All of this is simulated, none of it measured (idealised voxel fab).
process module | voxel capacitor over wiring
cross-section cut | 170 nm wide | cells 5 nm
A cross-section is a grid of square cells, given in bands from the top down. A band is one or more rows of cells.
Each band's line starts with the height of the band's top and of its bottom, in nm. Then come its materials from left to right, each with its width in nm. One material with "throughout" fills the band from edge to edge. "air" is empty space.
Height 0 is the level under which the wafer as received is all one material. The lowest band goes on downwards, as in "0 down".
A width such as "30 to 40" changes by the same amount from each row of cells to the next, from the band's top row to its bottom row.
"no change" after a step means that no cell of the cross-section changed.
closed voids: empty space of 8 cells or more with no open way to the top, each as width x height at its distance from the left edge, in nm
after a step's settings: what the simulator itself notes on the step
overlay nm, on a step with a mask: how far to the right of its planned place the mask lay; to the left if negative
plan
1 op RECEIVE | material Si
2 op CONFORMAL_DEP | material SiO2 | thk nm 10
3 op DIRECTIONAL_DEP | material TiN | thk nm 5
4 op DIRECTIONAL_DEP | material Ru | thk nm 15
5 op MASKED_ETCH | tone cover | mask id METAL_1 | width nm 25 | pitch nm 80 | etch materials Ru | depth nm 15 | overlay nm 0
6 op MASKED_ETCH | tone cover | mask id METAL_1 | width nm 25 | pitch nm 80 | etch materials TiN | depth nm 5 | overlay nm 0
7 op CONFORMAL_DEP | material SiCN | thk nm 5
8 op FILL_DEP | material lowk | thk nm 10
9 op CMP | height nm 30
10 op CONFORMAL_DEP | material SiCN | thk nm 5
11 op DIRECTIONAL_DEP | material lowk | thk nm 15
12 op PATTERN | tone open | mask id PLUG_1 | material resist | width nm 15 | thk nm 15 | overlay nm 0
13 op DIRECTIONAL_ETCH | etch materials lowk | depth nm 15
14 op DIRECTIONAL_ETCH | etch materials SiCN | depth nm 5
15 op STRIP | etch materials resist
16 op CONFORMAL_DEP | material TiN | thk nm 5
17 op FILL_DEP | material Ru | thk nm 5
18 op CMP | height nm 50
19 op DIRECTIONAL_DEP | material TiN | thk nm 10
20 op DIRECTIONAL_DEP | material SiN | thk nm 5
21 op DIRECTIONAL_DEP | material TiN | thk nm 10
22 op PATTERN | tone cover | mask id UPPER_PLATE | material resist | width nm 60 | thk nm 15 | overlay nm 0
23 op DIRECTIONAL_ETCH | etch materials TiN | depth nm 10
24 op DIRECTIONAL_ETCH | etch materials SiN | depth nm 5
25 op STRIP | etch materials resist
26 op DIRECTIONAL_DEP | material aC | thk nm 10
27 op PATTERN | tone cover | mask id LOWER_PLATE | material resist | width nm 70 | thk nm 25 | overlay nm 0
28 op DIRECTIONAL_ETCH | etch materials aC | depth nm 10
29 op STRIP | etch materials resist
30 op DIRECTIONAL_ETCH | etch materials TiN | depth nm 10
31 op STRIP | etch materials aC
32 op FILL_DEP | material SiO2 | thk nm 15
33 op CMP | height nm 85
34 op DIRECTIONAL_DEP | material aC | thk nm 15
35 op PATTERN | tone open | mask id PLUG_2 | material resist | width nm 15 | thk nm 30 | overlay nm 0
36 op DIRECTIONAL_ETCH | etch materials aC | depth nm 15
37 op STRIP | etch materials resist
38 op DIRECTIONAL_ETCH | etch materials SiO2 | depth nm 10
39 op STRIP | etch materials aC
40 op CONFORMAL_DEP | material TiN | thk nm 5
41 op FILL_DEP | material Ru | thk nm 10
42 op CMP | height nm 85
43 op CONFORMAL_DEP | material SiCN | thk nm 5
as received, after step 1
  0 down: Si throughout
  closed voids: none
first wafer at the end, as planned
  90 to 85: SiCN throughout
  85 to 80: SiO2 50 | TiN 5 | Ru 5 | TiN 5 | SiO2 105
  80 to 75: SiO2 50 | TiN 15 | SiO2 105
  75 to 65: SiO2 40 | TiN 60 | SiO2 70
  65 to 60: SiO2 40 | SiN 60 | SiO2 70
  60 to 50: SiO2 35 | TiN 70 | SiO2 65
  50 to 35: lowk 40 | TiN 5 | Ru 5 | TiN 5 | lowk 115
  35 to 30: SiCN 40 | TiN 15 | SiCN 115
  30 to 15: lowk 25 | SiCN 5 | Ru 25 | SiCN 5 | lowk 45 | SiCN 5 | Ru 25 | SiCN 5 | lowk 30
  15 to 10: SiCN 30 | TiN 25 | SiCN 55 | TiN 25 | SiCN 35
  10 to 0: SiO2 throughout
  0 down: Si throughout
  closed voids: none
second wafer at the end: like start, like plan, one mistake
  90 to 85: SiCN throughout
  85 to 80: SiO2 50 | TiN 15 | SiO2 105
  80 to 70: SiO2 40 | TiN 60 | SiO2 70
  70 to 65: SiO2 40 | SiN 60 | SiO2 70
  65 to 55: SiO2 35 | TiN 70 | SiO2 65
  55 to 50: TiN throughout
  50 to 35: lowk 40 | TiN 5 | Ru 5 | TiN 5 | lowk 115
  35 to 30: SiCN 40 | TiN 15 | SiCN 115
  30 to 15: lowk 25 | SiCN 5 | Ru 25 | SiCN 5 | lowk 45 | SiCN 5 | Ru 25 | SiCN 5 | lowk 30
  15 to 10: SiCN 30 | TiN 25 | SiCN 55 | TiN 25 | SiCN 35
  10 to 0: SiO2 throughout
  0 down: Si throughout
  closed voids: none
what went wrong: step 19 ran as: op DIRECTIONAL_DEP | material TiN | thk nm 15
at the end the second wafer has, in cells: 1 fewer of Ru | 31 fewer of SiO2 | 32 more of TiN
